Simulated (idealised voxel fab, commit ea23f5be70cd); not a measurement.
The process module that follows is named voxel self aligned contacts.
Each square cell in cross-section cut measures 5 nm, and the section as a whole is 255 nm wide.
In what follows, cross-sections appear as grids of square cells, described through bands that run from the top down, where every band is one or more rows of cells.
Per band: top height and bottom height in nm, followed by the left-to-right materials and their widths in nm; "throughout" marks a single material spanning edge to edge, "empty" marks empty space.
Note: height 0 marks the level under which the wafer is uniformly one material as received. Lowest band unbounded below, written "z 0 and below".
With a width like "30..40", each row of cells in the band differs from the next by the same amount, the top row carrying the first number and the bottom row the second.
Where a step carries "same as before", the cross-section came out of it unchanged, cell for cell.
"Voids, enclosed" enumerates empty spaces isolated from the top, with no open way to it, that contain at least 8 cells, giving each as width x height at distance from the left edge, all three in nm.
The remark found on a step's line after its settings is issued by the simulator itself and pertains to that step.
A step line may carry the setting "overlay nm", which, for steps involving a mask, states the distance by which the mask lay to the right of its intended position; negative values denote displacement to the left.

### List of planned process steps
1,RECEIVE: material Si
2,CONFORMAL_DEP: material SiO2, thk nm 5
3,DIRECTIONAL_DEP: material polySi, thk nm 25
4,DIRECTIONAL_DEP: material SiN, thk nm 25
5,PATTERN: tone cover, mask id GATE, material resist, width nm 25, pitch nm 60, thk nm 15, overlay nm 0
6,DIRECTIONAL_ETCH: etch materials SiN, depth nm 25
7,DIRECTIONAL_ETCH: etch materials polySi, depth nm 25
8,STRIP: etch materials resist
9,CONFORMAL_DEP: material SiN, thk nm 10
10,DIRECTIONAL_ETCH: etch materials SiN, depth nm 10
11,FILL_DEP: material SiO2, thk nm 15
12,CMP: height nm 60
13,PATTERN: tone open, mask id CONTACT, material resist, width nm 45, thk nm 15, overlay nm 0
14,DIRECTIONAL_ETCH: etch materials SiO2, depth nm 60
15,STRIP: etch materials resist
16,CONFORMAL_DEP: material TiN, thk nm 5
17,FILL_DEP: material Ru, thk nm 5
18,CMP: height nm 60
19,CONFORMAL_DEP: material SiCN, thk nm 5

### The first of the two wafers, which ran as planned

### Here's what the wafer looked like in cross-section when it arrived - that's after step 1
	z 0 and below: Si throughout
	Voids, enclosed: none

### The wafer in cross-section once step 2 is complete
	z 5 to 0: SiO2 throughout
	Rest of section, below 0: as before.

### The wafer in cross-section once step 3 is complete
	z 30 to 5: polySi throughout
	Rest of section, below 5: as before.

### The wafer in cross-section once step 4 is complete
	z 55 to 30: SiN throughout
	Rest of section, below 30: as before.

### The wafer in cross-section once step 5 is complete
	z 70 to 55: 85 nm empty / 25 nm resist / 35 nm empty / 25 nm resist / 85 nm empty
	Rest of section, below 55: as before.

### The wafer in cross-section once step 6 is complete
	z 70 to 55: 85 nm empty / 25 nm resist / 35 nm empty / 25 nm resist / 85 nm empty
	z 55 to 30: 85 nm empty / 25 nm SiN / 35 nm empty / 25 nm SiN / 85 nm empty
	Rest of section, below 30: as before.

### The wafer in cross-section once step 7 is complete
	z 70 to 55: 85 nm empty / 25 nm resist / 35 nm empty / 25 nm resist / 85 nm empty
	z 55 to 30: 85 nm empty / 25 nm SiN / 35 nm empty / 25 nm SiN / 85 nm empty
	z 30 to 5: 85 nm empty / 25 nm polySi / 35 nm empty / 25 nm polySi / 85 nm empty
	Rest of section, below 5: as before.

### The wafer in cross-section once step 8 is complete
	z 55 to 30: 85 nm empty / 25 nm SiN / 35 nm empty / 25 nm SiN / 85 nm empty
	Rest of section, below 30: as before.

### The wafer in cross-section once step 9 is complete
	z 65 to 30: 75 nm empty / 45 nm SiN / 15 nm empty / 45 nm SiN / 75 nm empty
	z 30 to 15: 75 nm empty / 10 nm SiN / 25 nm polySi / 10 nm SiN / 15 nm empty / 10 nm SiN / 25 nm polySi / 10 nm SiN / 75 nm empty
	z 15 to 5: 85 nm SiN / 25 nm polySi / 35 nm SiN / 25 nm polySi / 85 nm SiN
	Rest of section, below 5: as before.

### The wafer in cross-section once step 10 is complete
	z 55 to 30: 75 nm empty / 45 nm SiN / 15 nm empty / 45 nm SiN / 75 nm empty
	z 30 to 5: 75 nm empty / 10 nm SiN / 25 nm polySi / 10 nm SiN / 15 nm empty / 10 nm SiN / 25 nm polySi / 10 nm SiN / 75 nm empty
	Rest of section, below 5: as before.

### The wafer in cross-section once step 11 is complete
	z 70 to 55: SiO2 throughout
	z 55 to 30: 75 nm SiO2 / 45 nm SiN / 15 nm SiO2 / 45 nm SiN / 75 nm SiO2
	z 30 to 5: 75 nm SiO2 / 10 nm SiN / 25 nm polySi / 10 nm SiN / 15 nm SiO2 / 10 nm SiN / 25 nm polySi / 10 nm SiN / 75 nm SiO2
	Rest of section, below 5: as before.

### The wafer in cross-section once step 12 is complete
	z 60 to 55: SiO2 throughout
	Rest of section, below 55: as before.

### The wafer in cross-section once step 13 is complete
	z 75 to 60: 105 nm resist / 45 nm empty / 105 nm resist
	Rest of section, below 60: as before.

### The wafer in cross-section once step 14 is complete
	z 75 to 60: 105 nm resist / 45 nm empty / 105 nm resist
	z 60 to 55: 105 nm SiO2 / 45 nm empty / 105 nm SiO2
	z 55 to 30: 75 nm SiO2 / 45 nm SiN / 15 nm empty / 45 nm SiN / 75 nm SiO2
	z 30 to 5: 75 nm SiO2 / 10 nm SiN / 25 nm polySi / 10 nm SiN / 15 nm empty / 10 nm SiN / 25 nm polySi / 10 nm SiN / 75 nm SiO2
	z 5 to 0: 120 nm SiO2 / 15 nm empty / 120 nm SiO2
	Rest of section, below 0: as before.

### The wafer in cross-section once step 15 is complete
	z 60 to 55: 105 nm SiO2 / 45 nm empty / 105 nm SiO2
	Rest of section, below 55: as before.

### The wafer in cross-section once step 16 is complete
	z 65 to 60: 110 nm TiN / 35 nm empty / 110 nm TiN
	z 60 to 55: 105 nm SiO2 / 20 nm TiN / 5 nm empty / 20 nm TiN / 105 nm SiO2
	z 55 to 30: 75 nm SiO2 / 45 nm SiN / 5 nm TiN / 5 nm empty / 5 nm TiN / 45 nm SiN / 75 nm SiO2
	z 30 to 5: 75 nm SiO2 / 10 nm SiN / 25 nm polySi / 10 nm SiN / 5 nm TiN / 5 nm empty / 5 nm TiN / 10 nm SiN / 25 nm polySi / 10 nm SiN / 75 nm SiO2
	z 5 to 0: 120 nm SiO2 / 15 nm TiN / 120 nm SiO2
	Rest of section, below 0: as before.

### The wafer in cross-section once step 17 is complete
	z 70 to 65: Ru throughout
	z 65 to 60: 110 nm TiN / 35 nm Ru / 110 nm TiN
	z 60 to 55: 105 nm SiO2 / 20 nm TiN / 5 nm Ru / 20 nm TiN / 105 nm SiO2
	z 55 to 30: 75 nm SiO2 / 45 nm SiN / 5 nm TiN / 5 nm Ru / 5 nm TiN / 45 nm SiN / 75 nm SiO2
	z 30 to 5: 75 nm SiO2 / 10 nm SiN / 25 nm polySi / 10 nm SiN / 5 nm TiN / 5 nm Ru / 5 nm TiN / 10 nm SiN / 25 nm polySi / 10 nm SiN / 75 nm SiO2
	Rest of section, below 5: as before.

### The wafer in cross-section once step 18 is complete
	z 60 to 55: 105 nm SiO2 / 20 nm TiN / 5 nm Ru / 20 nm TiN / 105 nm SiO2
	Rest of section, below 55: as before.

### The wafer in cross-section once step 19 is complete
	z 65 to 60: SiCN throughout
	Rest of section, below 60: as before.

### It is to be noted that the second wafer proceeded from the same initial state and according to the same plan as the first, although one mistake was committed in its execution; through step 1, inclusive, the two wafers share an identical history

when step 2 should have ended: same as before

### when step 3 should have ended
	z 25 to 0: polySi throughout
	Rest of section, below 0: as before.

### when step 4 should have ended
	z 50 to 25: SiN throughout
	Rest of section, below 25: as before.

### when step 5 should have ended
	z 65 to 50: 85 nm empty / 25 nm resist / 35 nm empty / 25 nm resist / 85 nm empty
	Rest of section, below 50: as before.

### when step 6 should have ended
	z 65 to 50: 85 nm empty / 25 nm resist / 35 nm empty / 25 nm resist / 85 nm empty
	z 50 to 25: 85 nm empty / 25 nm SiN / 35 nm empty / 25 nm SiN / 85 nm empty
	Rest of section, below 25: as before.

### when step 7 should have ended
	z 65 to 50: 85 nm empty / 25 nm resist / 35 nm empty / 25 nm resist / 85 nm empty
	z 50 to 25: 85 nm empty / 25 nm SiN / 35 nm empty / 25 nm SiN / 85 nm empty
	z 25 to 0: 85 nm empty / 25 nm polySi / 35 nm empty / 25 nm polySi / 85 nm empty
	Rest of section, below 0: as before.

### when step 8 should have ended
	z 50 to 25: 85 nm empty / 25 nm SiN / 35 nm empty / 25 nm SiN / 85 nm empty
	Rest of section, below 25: as before.

### when step 9 should have ended
	z 60 to 25: 75 nm empty / 45 nm SiN / 15 nm empty / 45 nm SiN / 75 nm empty
	z 25 to 10: 75 nm empty / 10 nm SiN / 25 nm polySi / 10 nm SiN / 15 nm empty / 10 nm SiN / 25 nm polySi / 10 nm SiN / 75 nm empty
	z 10 to 0: 85 nm SiN / 25 nm polySi / 35 nm SiN / 25 nm polySi / 85 nm SiN
	Rest of section, below 0: as before.

### when step 10 should have ended
	z 50 to 25: 75 nm empty / 45 nm SiN / 15 nm empty / 45 nm SiN / 75 nm empty
	z 25 to 0: 75 nm empty / 10 nm SiN / 25 nm polySi / 10 nm SiN / 15 nm empty / 10 nm SiN / 25 nm polySi / 10 nm SiN / 75 nm empty
	Rest of section, below 0: as before.

### when step 11 should have ended
	z 65 to 50: SiO2 throughout
	z 50 to 25: 75 nm SiO2 / 45 nm SiN / 15 nm SiO2 / 45 nm SiN / 75 nm SiO2
	z 25 to 0: 75 nm SiO2 / 10 nm SiN / 25 nm polySi / 10 nm SiN / 15 nm SiO2 / 10 nm SiN / 25 nm polySi / 10 nm SiN / 75 nm SiO2
	Rest of section, below 0: as before.

### when step 12 should have ended
	z 60 to 50: SiO2 throughout
	Rest of section, below 50: as before.

### when step 13 should have ended
	z 75 to 60: 105 nm resist / 45 nm empty / 105 nm resist
	Rest of section, below 60: as before.

### when step 14 should have ended
	z 75 to 60: 105 nm resist / 45 nm empty / 105 nm resist
	z 60 to 50: 105 nm SiO2 / 45 nm empty / 105 nm SiO2
	z 50 to 25: 75 nm SiO2 / 45 nm SiN / 15 nm empty / 45 nm SiN / 75 nm SiO2
	z 25 to 0: 75 nm SiO2 / 10 nm SiN / 25 nm polySi / 10 nm SiN / 15 nm empty / 10 nm SiN / 25 nm polySi / 10 nm SiN / 75 nm SiO2
	Rest of section, below 0: as before.

### when step 15 should have ended
	z 60 to 50: 105 nm SiO2 / 45 nm empty / 105 nm SiO2
	Rest of section, below 50: as before.

### when step 16 should have ended
	z 65 to 60: 110 nm TiN / 35 nm empty / 110 nm TiN
	z 60 to 50: 105 nm SiO2 / 5..20 nm TiN / 35..5 nm empty / 5..20 nm TiN / 105 nm SiO2
	z 50 to 25: 75 nm SiO2 / 45 nm SiN / 5 nm TiN / 5 nm empty / 5 nm TiN / 45 nm SiN / 75 nm SiO2
	z 25 to 5: 75 nm SiO2 / 10 nm SiN / 25 nm polySi / 10 nm SiN / 5 nm TiN / 5 nm empty / 5 nm TiN / 10 nm SiN / 25 nm polySi / 10 nm SiN / 75 nm SiO2
	z 5 to 0: 75 nm SiO2 / 10 nm SiN / 25 nm polySi / 10 nm SiN / 15 nm TiN / 10 nm SiN / 25 nm polySi / 10 nm SiN / 75 nm SiO2
	Rest of section, below 0: as before.

### when step 17 should have ended
	z 70 to 65: Ru throughout
	z 65 to 60: 110 nm TiN / 35 nm Ru / 110 nm TiN
	z 60 to 50: 105 nm SiO2 / 5..20 nm TiN / 35..5 nm Ru / 5..20 nm TiN / 105 nm SiO2
	z 50 to 25: 75 nm SiO2 / 45 nm SiN / 5 nm TiN / 5 nm Ru / 5 nm TiN / 45 nm SiN / 75 nm SiO2
	z 25 to 5: 75 nm SiO2 / 10 nm SiN / 25 nm polySi / 10 nm SiN / 5 nm TiN / 5 nm Ru / 5 nm TiN / 10 nm SiN / 25 nm polySi / 10 nm SiN / 75 nm SiO2
	Rest of section, below 5: as before.

### when step 18 should have ended
	z 60 to 50: 105 nm SiO2 / 5..20 nm TiN / 35..5 nm Ru / 5..20 nm TiN / 105 nm SiO2
	Rest of section, below 50: as before.

### when step 19 should have ended
	z 65 to 60: SiCN throughout
	Rest of section, below 60: as before.
The mistake made against the process plan was this: step 2 of the plan was excluded from execution and never run
Upon completion, the second wafer contains, in terms of cells, a greater or smaller amount of certain materials than the first wafer: Ru +6, SiO2 -6
